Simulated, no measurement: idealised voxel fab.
The name of this process module is voxel double patterning.
Shown is cross-section cut, with a width of 175 nm and square cells of size 5 nm.
When this document writes out a cross-section, it uses a grid of square cells and lists it as bands, beginning at the top and moving down, with a band standing for one or more rows of cells. Top, bottom (nm), then materials left to right with widths (nm); lone material tagged "full width" fills the whole band edge to edge; "air" = empty space. The reference from which all heights are counted is 0, the level beneath which the as-received wafer is entirely one material; the lowest band, having no lower bound, proceeds downward and is written after the example "0..down". When a width is written as two numbers, as in "30 to 40", the first number is the width in the top row of cells of the band and the second is the width in its bottom row, and the width changes by the same amount from each row to the next. Where the words "no modifications" appear for a step, the cross-section shows no cell changed by that step; every cell remained as before. Look at "Closed void catalog" for the closed voids: empty spaces with no open path to the top, sized 8 cells or up. Each is width x height at distance, distance from the left edge, all nm. The remark found on a step's line after its settings is issued by the simulator itself and pertains to that step. Among the settings permitted on a step's line is "overlay nm"; applied to a step with a mask, it specifies the extent to which the mask lay to the right of its planned position, whereas a negative figure signifies a position to the left.

So here's the lineup of process steps we planned:
1,RECEIVE, material Si
2,CONFORMAL_DEP, material SiN, thk nm 10
3,DIRECTIONAL_DEP, material SiO2, thk nm 5
4,DIRECTIONAL_DEP, material SiCN, thk nm 5
5,MASKED_ETCH, tone open, mask id FIRST, width nm 15, pitch nm 50, etch materials SiCN, depth nm 5, overlay nm 0
6,DIRECTIONAL_DEP, material aC, thk nm 15
7,PATTERN, tone open, mask id SECOND, material resist, width nm 15, thk nm 35, overlay nm 0
8,DIRECTIONAL_ETCH, etch materials aC, depth nm 15
9,STRIP, etch materials resist
10,DIRECTIONAL_ETCH, etch materials SiCN, depth nm 5
11,STRIP, etch materials aC
12,DIRECTIONAL_ETCH, etch materials SiO2, depth nm 15
13,STRIP, etch materials SiCN
Every wafer here starts from the same state; it is the step 3 thk nm that distinguishes them, and the value the plan gives belongs to the first wafer.

Cross-section of the first incoming wafer of several, state after step 1:
0..down: Si full width
Closed void catalog: none

First wafer of several, cross-section, module end, after step 13 (last):
15..10: SiO2: 55  air: 15  SiO2: 10  air: 15  SiO2: 10  air: 15  SiO2: 55
10..0: SiN full width
0..down: Si full width
Closed void catalog: none

Here we cross-sectioned the last of the wafers once the module was done:
40..25: SiO2: 55  air: 15  SiO2: 10  air: 15  SiO2: 10  air: 15  SiO2: 55
25..10: SiO2 full width
10..0: SiN full width
0..down: Si full width
Closed void catalog: none

Each wafer at the end: cells of each material gained (+) or lost (-) since it was received, then its closed voids:
thk nm 5, +70 SiN, +26 SiO2, Closed void catalog: none
thk nm 10, +70 SiN, +52 SiO2, Closed void catalog: none
thk nm 15, +70 SiN, +78 SiO2, Closed void catalog: none
thk nm 20, +70 SiN, +113 SiO2, Closed void catalog: none
thk nm 25, +70 SiN, +148 SiO2, Closed void catalog: none
thk nm 30, +70 SiN, +183 SiO2, Closed void catalog: none
